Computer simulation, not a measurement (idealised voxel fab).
process module | voxel capacitor over wiring
cross-section cut | 280 nm wide | cells 5 nm
A cross-section is a grid of square cells, given in bands from the top down. A band is one or more rows of cells.
Each band's line starts with the height of the band's top and of its bottom, in nm. Then come its materials from left to right, each with its width in nm. One material with "throughout" fills the band from edge to edge. "air" is empty space.
Height 0 is the level under which the wafer as received is all one material. The lowest band goes on downwards, as in "0 down".
A width such as "30 to 40" changes by the same amount from each row of cells to the next, from the band's top row to its bottom row.
"no change" after a step means that no cell of the cross-section changed.
closed voids: empty space of 8 cells or more with no open way to the top, each as width x height at its distance from the left edge, in nm
after a step's settings: what the simulator itself notes on the step
overlay nm, on a step with a mask: how far to the right of its planned place the mask lay; to the left if negative
plan
1 op RECEIVE | material Si
2 op CONFORMAL_DEP | material SiO2 | thk nm 15
3 op DIRECTIONAL_DEP | material TiN | thk nm 5
4 op DIRECTIONAL_DEP | material W | thk nm 15
5 op PATTERN | tone cover | mask id METAL_1 | material resist | width nm 30 | pitch nm 100 | thk nm 20 | overlay nm 0
6 op DIRECTIONAL_ETCH | etch materials W | depth nm 15
7 op DIRECTIONAL_ETCH | etch materials TiN | depth nm 5
8 op STRIP | etch materials resist
9 op FILL_DEP | material lowk | thk nm 5
10 op CMP | height nm 35
11 op CONFORMAL_DEP | material SiCN | thk nm 5
12 op DIRECTIONAL_DEP | material lowk | thk nm 20
13 op DIRECTIONAL_DEP | material aC | thk nm 10
14 op PATTERN | tone open | mask id PLUG_1 | material resist | width nm 15 | thk nm 30 | overlay nm 0
15 op DIRECTIONAL_ETCH | etch materials aC | depth nm 10
16 op STRIP | etch materials resist
17 op DIRECTIONAL_ETCH | etch materials lowk | depth nm 20
18 op DIRECTIONAL_ETCH | etch materials SiCN | depth nm 5
19 op STRIP | etch materials aC
20 op EPI | material Ru | thk nm 10
21 op EPI | material Ru | thk nm 10
22 op EPI | material Ru | thk nm 5
23 op DIRECTIONAL_DEP | material TiN | thk nm 5
24 op DIRECTIONAL_DEP | material HfO2 | thk nm 5
25 op DIRECTIONAL_DEP | material TiN | thk nm 10
26 op MASKED_ETCH | tone cover | mask id UPPER_PLATE | width nm 75 | etch materials TiN | depth nm 10 | overlay nm 0
27 op MASKED_ETCH | tone cover | mask id UPPER_PLATE | width nm 75 | etch materials HfO2 | depth nm 5 | overlay nm 0
28 op DIRECTIONAL_DEP | material aC | thk nm 10
29 op PATTERN | tone cover | mask id LOWER_PLATE | material resist | width nm 85 | thk nm 30 | overlay nm 0
30 op DIRECTIONAL_ETCH | etch materials aC | depth nm 10
31 op STRIP | etch materials resist
32 op DIRECTIONAL_ETCH | etch materials TiN | depth nm 5
33 op STRIP | etch materials aC
34 op FILL_DEP | material SiO2 | thk nm 20
35 op CMP | height nm 95
36 op DIRECTIONAL_DEP | material aC | thk nm 15
37 op PATTERN | tone open | mask id PLUG_2 | material resist | width nm 15 | thk nm 30 | overlay nm 0
38 op DIRECTIONAL_ETCH | etch materials aC | depth nm 15
39 op STRIP | etch materials resist
40 op DIRECTIONAL_ETCH | etch materials SiO2 | depth nm 15
41 op STRIP | etch materials aC
42 op CONFORMAL_DEP | material TiN | thk nm 5
43 op FILL_DEP | material Ru | thk nm 5
44 op CMP | height nm 95
45 op CONFORMAL_DEP | material SiCN | thk nm 5
first wafer, as planned
as received, after step 1
  0 down: Si throughout
  closed voids: none
after step 2
  15 to 0: SiO2 throughout
  below 0: unchanged
after step 3
  20 to 15: TiN throughout
  below 15: unchanged
after step 4
  35 to 20: W throughout
  below 20: unchanged
after step 5
  55 to 35: air 75 | resist 30 | air 70 | resist 30 | air 75
  below 35: unchanged
after step 6
  55 to 35: air 75 | resist 30 | air 70 | resist 30 | air 75
  35 to 20: air 75 | W 30 | air 70 | W 30 | air 75
  below 20: unchanged
after step 7
  55 to 35: air 75 | resist 30 | air 70 | resist 30 | air 75
  35 to 20: air 75 | W 30 | air 70 | W 30 | air 75
  20 to 15: air 75 | TiN 30 | air 70 | TiN 30 | air 75
  below 15: unchanged
after step 8
  35 to 20: air 75 | W 30 | air 70 | W 30 | air 75
  below 20: unchanged
after step 9
  40 to 35: lowk throughout
  35 to 20: lowk 75 | W 30 | lowk 70 | W 30 | lowk 75
  20 to 15: lowk 75 | TiN 30 | lowk 70 | TiN 30 | lowk 75
  below 15: unchanged
after step 10
  35 to 20: lowk 75 | W 30 | lowk 70 | W 30 | lowk 75
  below 20: unchanged
after step 11
  40 to 35: SiCN throughout
  below 35: unchanged
after step 12
  60 to 40: lowk throughout
  below 40: unchanged
after step 13
  70 to 60: aC throughout
  below 60: unchanged
after step 14
  100 to 70: resist 90 | air 15 | resist 175
  below 70: unchanged
after step 15
  90 to 70: resist 90 | air 15 | resist 175
  70 to 60: aC 90 | air 15 | aC 175
  below 60: unchanged
after step 16
  70 to 60: aC 90 | air 15 | aC 175
  below 60: unchanged
after step 17
  70 to 60: aC 90 | air 15 | aC 175
  60 to 40: lowk 90 | air 15 | lowk 175
  below 40: unchanged
after step 18
  70 to 60: aC 90 | air 15 | aC 175
  60 to 40: lowk 90 | air 15 | lowk 175
  40 to 35: SiCN 90 | air 15 | SiCN 175
  below 35: unchanged
after step 19
  60 to 40: lowk 90 | air 15 | lowk 175
  below 40: unchanged
after step 20
  60 to 45: lowk 90 | air 15 | lowk 175
  45 to 40: lowk 90 | Ru 15 | lowk 175
  40 to 35: SiCN 90 | Ru 15 | SiCN 175
  below 35: unchanged
after step 21
  60 to 55: lowk 90 | air 15 | lowk 175
  55 to 40: lowk 90 | Ru 15 | lowk 175
  below 40: unchanged
after step 22
  60 to 40: lowk 90 | Ru 15 | lowk 175
  below 40: unchanged
after step 23
  65 to 60: TiN throughout
  below 60: unchanged
after step 24
  70 to 65: HfO2 throughout
  below 65: unchanged
after step 25
  80 to 70: TiN throughout
  below 70: unchanged
after step 26
  80 to 70: air 90 | TiN 75 | air 115
  below 70: unchanged
after step 27
  80 to 70: air 90 | TiN 75 | air 115
  70 to 65: air 90 | HfO2 75 | air 115
  below 65: unchanged
after step 28
  90 to 80: air 90 | aC 75 | air 115
  80 to 75: air 90 | TiN 75 | air 115
  75 to 70: aC 90 | TiN 75 | aC 115
  70 to 65: aC 90 | HfO2 75 | aC 115
  below 65: unchanged
after step 29
  120 to 90: air 85 | resist 85 | air 110
  90 to 80: air 85 | resist 5 | aC 75 | resist 5 | air 110
  80 to 75: air 85 | resist 5 | TiN 75 | resist 5 | air 110
  below 75: unchanged
after step 30
  110 to 90: air 85 | resist 85 | air 110
  90 to 80: air 85 | resist 5 | aC 75 | resist 5 | air 110
  80 to 75: air 85 | resist 5 | TiN 75 | resist 5 | air 110
  75 to 70: air 85 | aC 5 | TiN 75 | aC 5 | air 110
  70 to 65: air 85 | aC 5 | HfO2 75 | aC 5 | air 110
  below 65: unchanged
after step 31
  90 to 80: air 90 | aC 75 | air 115
  80 to 75: air 90 | TiN 75 | air 115
  below 75: unchanged
after step 32
  90 to 80: air 90 | aC 75 | air 115
  80 to 75: air 90 | TiN 75 | air 115
  75 to 70: air 85 | aC 5 | TiN 75 | aC 5 | air 110
  70 to 65: air 85 | aC 5 | HfO2 75 | aC 5 | air 110
  65 to 60: air 85 | TiN 85 | air 110
  below 60: unchanged
after step 33
  80 to 70: air 90 | TiN 75 | air 115
  70 to 65: air 90 | HfO2 75 | air 115
  below 65: unchanged
after step 34
  100 to 80: SiO2 throughout
  80 to 70: SiO2 90 | TiN 75 | SiO2 115
  70 to 65: SiO2 90 | HfO2 75 | SiO2 115
  65 to 60: SiO2 85 | TiN 85 | SiO2 110
  below 60: unchanged
after step 35
  95 to 80: SiO2 throughout
  below 80: unchanged
after step 36
  110 to 95: aC throughout
  below 95: unchanged
after step 37
  140 to 110: resist 100 | air 15 | resist 165
  below 110: unchanged
after step 38
  125 to 110: resist 100 | air 15 | resist 165
  110 to 95: aC 100 | air 15 | aC 165
  below 95: unchanged
after step 39
  110 to 95: aC 100 | air 15 | aC 165
  below 95: unchanged
after step 40
  110 to 95: aC 100 | air 15 | aC 165
  95 to 80: SiO2 100 | air 15 | SiO2 165
  below 80: unchanged
after step 41
  95 to 80: SiO2 100 | air 15 | SiO2 165
  below 80: unchanged
after step 42
  100 to 95: TiN 105 | air 5 | TiN 170
  95 to 85: SiO2 100 | TiN 5 | air 5 | TiN 5 | SiO2 165
  85 to 80: SiO2 100 | TiN 15 | SiO2 165
  below 80: unchanged
after step 43
  105 to 100: Ru throughout
  100 to 95: TiN 105 | Ru 5 | TiN 170
  95 to 85: SiO2 100 | TiN 5 | Ru 5 | TiN 5 | SiO2 165
  below 85: unchanged
after step 44
  95 to 85: SiO2 100 | TiN 5 | Ru 5 | TiN 5 | SiO2 165
  below 85: unchanged
after step 45
  100 to 95: SiCN throughout
  below 95: unchanged
second wafer: like start, like plan, one mistake. Through step 19 it matches the first wafer
when step 21 should have ended
  60 to 45: lowk 90 | air 15 | lowk 175
  45 to 40: lowk 90 | Ru 15 | lowk 175
  40 to 35: SiCN 90 | Ru 15 | SiCN 175
  below 35: unchanged
when step 22 should have ended
  60 to 50: lowk 90 | air 15 | lowk 175
  50 to 40: lowk 90 | Ru 15 | lowk 175
  below 40: unchanged
when step 23 should have ended
  65 to 60: TiN 90 | air 15 | TiN 175
  60 to 55: lowk 90 | air 15 | lowk 175
  55 to 50: lowk 90 | TiN 15 | lowk 175
  below 50: unchanged
when step 24 should have ended
  70 to 65: HfO2 90 | air 15 | HfO2 175
  65 to 60: TiN 90 | air 15 | TiN 175
  60 to 55: lowk 90 | HfO2 15 | lowk 175
  below 55: unchanged
when step 25 should have ended
  80 to 70: TiN 90 | air 15 | TiN 175
  70 to 65: HfO2 90 | TiN 15 | HfO2 175
  65 to 60: TiN throughout
  below 60: unchanged
when step 26 should have ended
  80 to 70: air 105 | TiN 60 | air 115
  below 70: unchanged
when step 27 should have ended
  80 to 70: air 105 | TiN 60 | air 115
  70 to 65: air 90 | TiN 15 | HfO2 60 | air 115
  below 65: unchanged
when step 28 should have ended
  90 to 80: air 105 | aC 60 | air 115
  80 to 75: air 90 | aC 15 | TiN 60 | air 115
  75 to 70: aC 105 | TiN 60 | aC 115
  70 to 65: aC 90 | TiN 15 | HfO2 60 | aC 115
  below 65: unchanged
when step 29 should have ended
  120 to 90: air 85 | resist 85 | air 110
  90 to 80: air 85 | resist 20 | aC 60 | resist 5 | air 110
  80 to 75: air 85 | resist 5 | aC 15 | TiN 60 | resist 5 | air 110
  below 75: unchanged
when step 30 should have ended
  110 to 90: air 85 | resist 85 | air 110
  90 to 80: air 85 | resist 20 | aC 60 | resist 5 | air 110
  80 to 75: air 85 | resist 5 | aC 15 | TiN 60 | resist 5 | air 110
  75 to 70: air 85 | aC 20 | TiN 60 | aC 5 | air 110
  70 to 65: air 85 | aC 5 | TiN 15 | HfO2 60 | aC 5 | air 110
  below 65: unchanged
when step 31 should have ended
  90 to 80: air 105 | aC 60 | air 115
  80 to 75: air 90 | aC 15 | TiN 60 | air 115
  below 75: unchanged
when step 32 should have ended
  90 to 80: air 105 | aC 60 | air 115
  80 to 75: air 90 | aC 15 | TiN 60 | air 115
  75 to 70: air 85 | aC 20 | TiN 60 | aC 5 | air 110
  70 to 65: air 85 | aC 5 | TiN 15 | HfO2 60 | aC 5 | air 110
  65 to 60: air 85 | TiN 85 | air 110
  below 60: unchanged
when step 33 should have ended
  80 to 70: air 105 | TiN 60 | air 115
  70 to 65: air 90 | TiN 15 | HfO2 60 | air 115
  below 65: unchanged
when step 34 should have ended
  100 to 80: SiO2 throughout
  80 to 70: SiO2 105 | TiN 60 | SiO2 115
  70 to 65: SiO2 90 | TiN 15 | HfO2 60 | SiO2 115
  65 to 60: SiO2 85 | TiN 85 | SiO2 110
  below 60: unchanged
when step 35 should have ended
  95 to 80: SiO2 throughout
  below 80: unchanged
when step 36 should have ended
  110 to 95: aC throughout
  below 95: unchanged
when step 37 should have ended
  140 to 110: resist 100 | air 15 | resist 165
  below 110: unchanged
when step 38 should have ended
  125 to 110: resist 100 | air 15 | resist 165
  110 to 95: aC 100 | air 15 | aC 165
  below 95: unchanged
when step 39 should have ended
  110 to 95: aC 100 | air 15 | aC 165
  below 95: unchanged
when step 40 should have ended
  110 to 95: aC 100 | air 15 | aC 165
  95 to 80: SiO2 100 | air 15 | SiO2 165
  below 80: unchanged
when step 41 should have ended
  95 to 80: SiO2 100 | air 15 | SiO2 165
  below 80: unchanged
when step 42 should have ended
  100 to 95: TiN 105 | air 5 | TiN 170
  95 to 85: SiO2 100 | TiN 5 | air 5 | TiN 5 | SiO2 165
  85 to 80: SiO2 100 | TiN 15 | SiO2 165
  below 80: unchanged
when step 43 should have ended
  105 to 100: Ru throughout
  100 to 95: TiN 105 | Ru 5 | TiN 170
  95 to 85: SiO2 100 | TiN 5 | Ru 5 | TiN 5 | SiO2 165
  below 85: unchanged
when step 44 should have ended
  95 to 85: SiO2 100 | TiN 5 | Ru 5 | TiN 5 | SiO2 165
  below 85: unchanged
when step 45 should have ended
  100 to 95: SiCN throughout
  below 95: unchanged
what went wrong: one of the steps 20 and 21, which are alike, was left out
at the end the second wafer has, in cells: 6 fewer of Ru | 6 more of SiO2
